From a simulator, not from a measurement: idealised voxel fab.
The document below concerns the process module designated voxel released beams.
Section shown: cut. Width: 290 nm. Cell size: 5 nm, square.
Format of a cross-section: grid, square cells. Given as bands. Order: top down. Band: one or more rows of cells.
Within each band entry, the heights of the top and of the bottom of the band appear first, in that order and in nm; the materials of the band then follow from left to right, each with its corresponding width in nm. The designation "full width" on a single material indicates that it fills the band from edge to edge; the designation "air" indicates empty space.
A quick word on heights: they are counted from 0, and under that level the wafer as it came to us is one material throughout. The lowest band is different from the rest in having no bottom; it simply continues downward, written as in "z 0 and below".
A two-number width, for instance "30..40", indicates that the width is equal to the first number in the top row of the band and to the second number in the bottom row, and that it changes by a constant amount per row of cells.
Step note "remained the same" = no cross-section cell changed.
Voids not open to the top, 8 cells minimum: see "Fully sealed cavities". Written width x height at distance; distance is from the left edge; nm.
Text after the settings on a step's line: the simulator's own remark on that step.
On any step carrying a mask, the "overlay nm" setting, if present on the step's line, tells how far right of its planned place the mask lay; negative values point to the left.

### The following list gives the planned process steps
1. RECEIVE, material Si
2. CONFORMAL_DEP, material SiN, thk nm 5
3. DIRECTIONAL_DEP, material SiO2, thk nm 15
4. DIRECTIONAL_DEP, material aC, thk nm 10
5. PATTERN, tone open, mask id ANCHOR, material resist, width nm 35, thk nm 25, overlay nm 0
6. DIRECTIONAL_ETCH, etch materials aC, depth nm 10
7. STRIP, etch materials resist
8. DIRECTIONAL_ETCH, etch materials SiO2, depth nm 15
9. STRIP, etch materials aC
10. CONFORMAL_DEP, material TiN, thk nm 15
11. PATTERN, tone cover, mask id BEAM, material resist, width nm 95, thk nm 20, overlay nm 0
12. DIRECTIONAL_ETCH, etch materials TiN, depth nm 15
13. STRIP, etch materials resist
14. STRIP, etch materials SiO2

### Here's what the wafer looked like in cross-section when it arrived - that's after step 1
  z 0 and below | Si full width
  Fully sealed cavities: none

### Looking at the first of two wafers in cross-section at end of module - ran to plan
  z 35 to 20 | air: 95; TiN: 20; air: 5; TiN: 70; air: 100
  z 20 to 5 | air: 100; TiN: 35; air: 155
  z 5 to 0 | SiN full width
  z 0 and below | Si full width
  Fully sealed cavities: none

### Cross-sectional view of the second of two wafers upon completion of the module. This wafer shared its starting condition and process plan with the first; one error was made during its execution
  z 35 to 20 | air: 95; TiN: 95; air: 100
  z 20 to 5 | TiN full width
  z 5 to 0 | SiN full width
  z 0 and below | Si full width
  Fully sealed cavities: none
It is concluded that the wafer was processed incorrectly with respect to the plan, in that step 3, actual vs plan mismatch, actual run DIRECTIONAL_DEP, material TiN, thk nm 15
The closing comparison, in cells, has the second wafer with more or fewer of some materials than the first: +156 TiN
